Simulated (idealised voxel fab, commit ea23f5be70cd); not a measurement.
Documented hereafter: the process module known as voxel fin reveal.
Square cells of 5 nm make up the cross-section cut, whose width is 250 nm.
Cross-section = grid of square cells, listed top down in bands; band = one or more rows.
Basically the band line says how high the top is and how high the bottom is, in nm, and then what's in it from left to right, every material with its width in nm. Empty space shows up as "empty", and if a single material carries "everywhere" it runs the full band edge to edge.
Height 0 is the level under which the wafer as received is all one material. The lowest band goes on downwards, as in "z 0 and below".
Note: "30 to 40" means the width goes from the first number (top row of the band) to the second number (bottom row) in equal steps per row of cells.
"nothing changed" for a step: no cell of the cross-section changed in that step.
Each empty space that has no open way to the top and spans at least 8 cells appears under "Sealed void inventory" as width x height at distance, the distance counted from the left edge, all in nm.
Note: text after step settings on the step line = simulator remark on that step.
You can add "overlay nm" to a step's line. For a step with a mask, it describes how far the mask lay to the right of its planned position, and a negative number describes a lay to the left.
The process steps that were planned are listed below
| 1 | RECEIVE, material Si |
| 2 | CONFORMAL_DEP, material SiN, thk nm 5 |
| 3 | DIRECTIONAL_DEP, material aC, thk nm 15 |
| 4 | PATTERN, tone cover, mask id FINS, material resist, width nm 15, pitch nm 35, thk nm 35, overlay nm 0 |
| 5 | DIRECTIONAL_ETCH, etch materials aC, depth nm 15 |
| 6 | STRIP, etch materials resist |
| 7 | DIRECTIONAL_ETCH, etch materials SiN, depth nm 5 |
| 8 | DIRECTIONAL_ETCH, etch materials Si, depth nm 35 |
| 9 | STRIP, etch materials aC |
| 10 | OXIDIZE, depth nm 5 |
| 11 | FILL_DEP, material SiO2, thk nm 15 |
| 12 | CMP, height nm 5 |
| 13 | SELECTIVE_ETCH, etch materials SiO2, depth nm 25 |
| 14 | STRIP, etch materials SiN |
The first of the two wafers, which ran as planned
As-received wafer cross-section (after step 1)
	z 0 and below = Si everywhere
	Sealed void inventory: none
Cross-sectional representation of the wafer at the conclusion of step 2
	z 5 to 0 = SiN everywhere
	No changes below 0.
Cross-sectional representation of the wafer at the conclusion of step 3
	z 20 to 5 = aC everywhere
	No changes below 5.
Cross-sectional representation of the wafer at the conclusion of step 4
	z 55 to 20 = 80 nm empty / 15 nm resist / 20 nm empty / 15 nm resist / 20 nm empty / 15 nm resist / 85 nm empty
	No changes below 20.
Cross-sectional representation of the wafer at the conclusion of step 5
	z 40 to 20 = 80 nm empty / 15 nm resist / 20 nm empty / 15 nm resist / 20 nm empty / 15 nm resist / 85 nm empty
	z 20 to 5 = 80 nm empty / 15 nm aC / 20 nm empty / 15 nm aC / 20 nm empty / 15 nm aC / 85 nm empty
	No changes below 5.
Cross-sectional representation of the wafer at the conclusion of step 6
	z 20 to 5 = 80 nm empty / 15 nm aC / 20 nm empty / 15 nm aC / 20 nm empty / 15 nm aC / 85 nm empty
	No changes below 5.
Cross-sectional representation of the wafer at the conclusion of step 7
	z 20 to 5 = 80 nm empty / 15 nm aC / 20 nm empty / 15 nm aC / 20 nm empty / 15 nm aC / 85 nm empty
	z 5 to 0 = 80 nm empty / 15 nm SiN / 20 nm empty / 15 nm SiN / 20 nm empty / 15 nm SiN / 85 nm empty
	No changes below 0.
Cross-sectional representation of the wafer at the conclusion of step 8
	z 20 to 5 = 80 nm empty / 15 nm aC / 20 nm empty / 15 nm aC / 20 nm empty / 15 nm aC / 85 nm empty
	z 5 to 0 = 80 nm empty / 15 nm SiN / 20 nm empty / 15 nm SiN / 20 nm empty / 15 nm SiN / 85 nm empty
	z 0 to -35 = 80 nm empty / 15 nm Si / 20 nm empty / 15 nm Si / 20 nm empty / 15 nm Si / 85 nm empty
	No changes below -35.
Cross-sectional representation of the wafer at the conclusion of step 9
	z 5 to 0 = 80 nm empty / 15 nm SiN / 20 nm empty / 15 nm SiN / 20 nm empty / 15 nm SiN / 85 nm empty
	No changes below 0.
Cross-sectional representation of the wafer at the conclusion of step 10
	z 5 to 0 = 80 nm empty / 15 nm SiN / 20 nm empty / 15 nm SiN / 20 nm empty / 15 nm SiN / 85 nm empty
	z 0 to -35 = 80 nm empty / 5 nm SiO2 / 5 nm Si / 5 nm SiO2 / 20 nm empty / 5 nm SiO2 / 5 nm Si / 5 nm SiO2 / 20 nm empty / 5 nm SiO2 / 5 nm Si / 5 nm SiO2 / 85 nm empty
	z -35 to -40 = 85 nm SiO2 / 5 nm Si / 30 nm SiO2 / 5 nm Si / 30 nm SiO2 / 5 nm Si / 90 nm SiO2
	No changes below -40.
Cross-sectional representation of the wafer at the conclusion of step 11
	z 20 to 5 = SiO2 everywhere
	z 5 to 0 = 80 nm SiO2 / 15 nm SiN / 20 nm SiO2 / 15 nm SiN / 20 nm SiO2 / 15 nm SiN / 85 nm SiO2
	z 0 to -40 = 85 nm SiO2 / 5 nm Si / 30 nm SiO2 / 5 nm Si / 30 nm SiO2 / 5 nm Si / 90 nm SiO2
	No changes below -40.
Cross-sectional representation of the wafer at the conclusion of step 12
	z 5 to 0 = 80 nm SiO2 / 15 nm SiN / 20 nm SiO2 / 15 nm SiN / 20 nm SiO2 / 15 nm SiN / 85 nm SiO2
	No changes below 0.
Cross-sectional representation of the wafer at the conclusion of step 13
	z 5 to 0 = 80 nm empty / 15 nm SiN / 20 nm empty / 15 nm SiN / 20 nm empty / 15 nm SiN / 85 nm empty
	z 0 to -20 = 85 nm empty / 5 nm Si / 30 nm empty / 5 nm Si / 30 nm empty / 5 nm Si / 90 nm empty
	No changes below -20.
Cross-sectional representation of the wafer at the conclusion of step 14
	z 0 to -20 = 85 nm empty / 5 nm Si / 30 nm empty / 5 nm Si / 30 nm empty / 5 nm Si / 90 nm empty
	No changes below -20.
Second wafer, same starting conditions and recipe as the first, one mistake in executing it, nothing differs from the first up to and including step 12
When step 13 should have ended
	z 5 to 0 = 80 nm empty / 15 nm SiN / 20 nm empty / 15 nm SiN / 20 nm empty / 15 nm SiN / 85 nm empty
	z 0 to -40 = 85 nm empty / 5 nm Si / 30 nm empty / 5 nm Si / 30 nm empty / 5 nm Si / 90 nm empty
	No changes below -40.
When step 14 should have ended
	z 0 to -40 = 85 nm empty / 5 nm Si / 30 nm empty / 5 nm Si / 30 nm empty / 5 nm Si / 90 nm empty
	No changes below -40.
Short version of what went wrong: step 13 from the plan got run twice
Bottom line after processing is that, in cells, the second wafer is up or down on some materials versus the first: 188 fewer of SiO2
